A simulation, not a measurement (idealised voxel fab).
The process module presented herein is designated voxel capacitor over wiring.
cross-section cut | 200 nm wide | cells 5 nm
A cross-section is written here as square cells arranged in a grid, and it is given in bands from the top down, each band taking up one or more rows of cells.
Within each band entry, the heights of the top and of the bottom of the band appear first, in that order and in nm; the materials of the band then follow from left to right, each with its corresponding width in nm. The designation "all across" on a single material indicates that it fills the band from edge to edge; the designation "empty" indicates empty space.
All heights in this document are referenced to 0, defined as the level beneath which the wafer, as received, consists entirely of one material. The lowest band is not bounded below; it extends indefinitely downward and is written in the form "0..down".
The width entry "30..40" should be interpreted row by row: the top row of cells in the band takes the first number, the bottom row takes the second number, and the change between adjacent rows is uniform throughout.
The cross-section has no changed cell in any step marked "same as before".
If an empty space has no open way to the top and is at least 8 cells in size, "Voids, enclosed" lists it, written width x height at distance, where distance is measured from the left edge and every value is in nm.
Formally, on a step line, whatever follows the settings is a remark that the simulator itself makes on the step.
The "overlay nm" setting may appear on a step's line; for a step that uses a mask, it gives how far to the right of its planned position the mask lay, and a negative value indicates the left.

LISTED BELOW ARE THE PROCESS STEPS AS PLANNED
1,RECEIVE [material Si]
2,CONFORMAL_DEP [material SiO2] [thk nm 10]
3,DIRECTIONAL_DEP [material TiN] [thk nm 5]
4,DIRECTIONAL_DEP [material W] [thk nm 15]
5,MASKED_ETCH [tone cover] [mask id METAL_1] [width nm 30] [pitch nm 90] [etch materials W] [depth nm 15] [overlay nm 0]
6,MASKED_ETCH [tone cover] [mask id METAL_1] [width nm 30] [pitch nm 90] [etch materials TiN] [depth nm 5] [overlay nm 0]
7,CONFORMAL_DEP [material SiCN] [thk nm 5]
8,FILL_DEP [material lowk] [thk nm 10]
9,CMP [height nm 30]
10,CONFORMAL_DEP [material SiCN] [thk nm 5]
11,DIRECTIONAL_DEP [material lowk] [thk nm 10]
12,PATTERN [tone open] [mask id PLUG_1] [material resist] [width nm 15] [thk nm 15] [overlay nm 0]
13,DIRECTIONAL_ETCH [etch materials lowk] [depth nm 10]
14,DIRECTIONAL_ETCH [etch materials SiCN] [depth nm 5]
15,STRIP [etch materials resist]
16,EPI [material Ru] [thk nm 10]
17,EPI [material Ru] [thk nm 5]
18,DIRECTIONAL_DEP [material TiN] [thk nm 5]
19,DIRECTIONAL_DEP [material HfO2] [thk nm 5]
20,DIRECTIONAL_DEP [material TiN] [thk nm 10]
21,DIRECTIONAL_DEP [material aC] [thk nm 10]
22,PATTERN [tone cover] [mask id UPPER_PLATE] [material resist] [width nm 65] [thk nm 25] [overlay nm 0]
23,DIRECTIONAL_ETCH [etch materials aC] [depth nm 10]
24,STRIP [etch materials resist]
25,DIRECTIONAL_ETCH [etch materials TiN] [depth nm 10]
26,DIRECTIONAL_ETCH [etch materials HfO2] [depth nm 5]
27,STRIP [etch materials aC]
28,PATTERN [tone cover] [mask id LOWER_PLATE] [material resist] [width nm 75] [thk nm 20] [overlay nm 0]
29,DIRECTIONAL_ETCH [etch materials TiN] [depth nm 5]
30,STRIP [etch materials resist]
31,FILL_DEP [material SiO2] [thk nm 20]
32,CMP [height nm 80]
33,DIRECTIONAL_DEP [material aC] [thk nm 10]
34,PATTERN [tone open] [mask id PLUG_2] [material resist] [width nm 15] [thk nm 30] [overlay nm 0]
35,DIRECTIONAL_ETCH [etch materials aC] [depth nm 10]
36,STRIP [etch materials resist]
37,DIRECTIONAL_ETCH [etch materials SiO2] [depth nm 15]
38,STRIP [etch materials aC]
39,CONFORMAL_DEP [material TiN] [thk nm 5]
40,FILL_DEP [material Cu] [thk nm 5]
41,CMP [height nm 80]
42,CONFORMAL_DEP [material SiCN] [thk nm 5]

AS RECEIVED (POST STEP 1): CROSS-SECTION
	0..down  Si all across
	Voids, enclosed: none

CROSS-SECTION: FIRST OF TWO WAFERS, MODULE FINISHED, RUN ACCORDING TO PLAN
	85..80  SiCN all across
	80..70  65 SiO2 / 5 TiN / 5 Cu / 5 TiN / 120 SiO2
	70..65  65 SiO2 / 15 TiN / 120 SiO2
	65..55  55 SiO2 / 65 TiN / 80 SiO2
	55..50  55 SiO2 / 65 HfO2 / 80 SiO2
	50..45  50 SiO2 / 75 TiN / 75 SiO2
	45..35  55 lowk / 15 Ru / 130 lowk
	35..30  55 SiCN / 15 Ru / 130 SiCN
	30..15  35 lowk / 5 SiCN / 30 W / 5 SiCN / 50 lowk / 5 SiCN / 30 W / 5 SiCN / 35 lowk
	15..10  40 SiCN / 30 TiN / 60 SiCN / 30 TiN / 40 SiCN
	10..0  SiO2 all across
	0..down  Si all across
	Voids, enclosed: none

CROSS-SECTION AT END OF MODULE FOR THE SECOND WAFER OF TWO, WHICH MATCHED THE FIRST IN STARTING POINT AND PLAN AND DIFFERED BY ONE MISTAKE IN ITS PROCESSING
	85..80  SiCN all across
	80..70  65 SiO2 / 5 TiN / 5 Cu / 5 TiN / 120 SiO2
	70..65  65 SiO2 / 15 TiN / 120 SiO2
	65..55  70 SiO2 / 50 TiN / 80 SiO2
	55..50  70 SiO2 / 50 HfO2 / 80 SiO2
	50..45  50 SiO2 / 75 TiN / 75 SiO2
	45..40  55 lowk / 15 TiN / 130 lowk
	40..35  55 lowk / 15 HfO2 / 130 lowk
	35..30  55 SiCN / 15 TiN / 130 SiCN
	30..20  40 W / 5 SiCN / 20 lowk / 5 SiCN / 60 W / 5 SiCN / 20 lowk / 5 SiCN / 40 W
	20..15  40 W / 30 SiCN / 60 W / 30 SiCN / 40 W
	15..10  TiN all across
	10..0  SiO2 all across
	0..down  Si all across
	Voids, enclosed: none
Error vs. plan: step 5 was not run as planned; what actually ran was MASKED_ETCH [tone open] [mask id METAL_1] [width nm 30] [pitch nm 90] [etch materials W] [depth nm 15] [overlay nm 0]
At the finish, the second wafer shows more or fewer cells for some materials than the first does: -9 Ru, -20 SiCN, +9 SiO2, +28 TiN, +48 W, -56 lowk
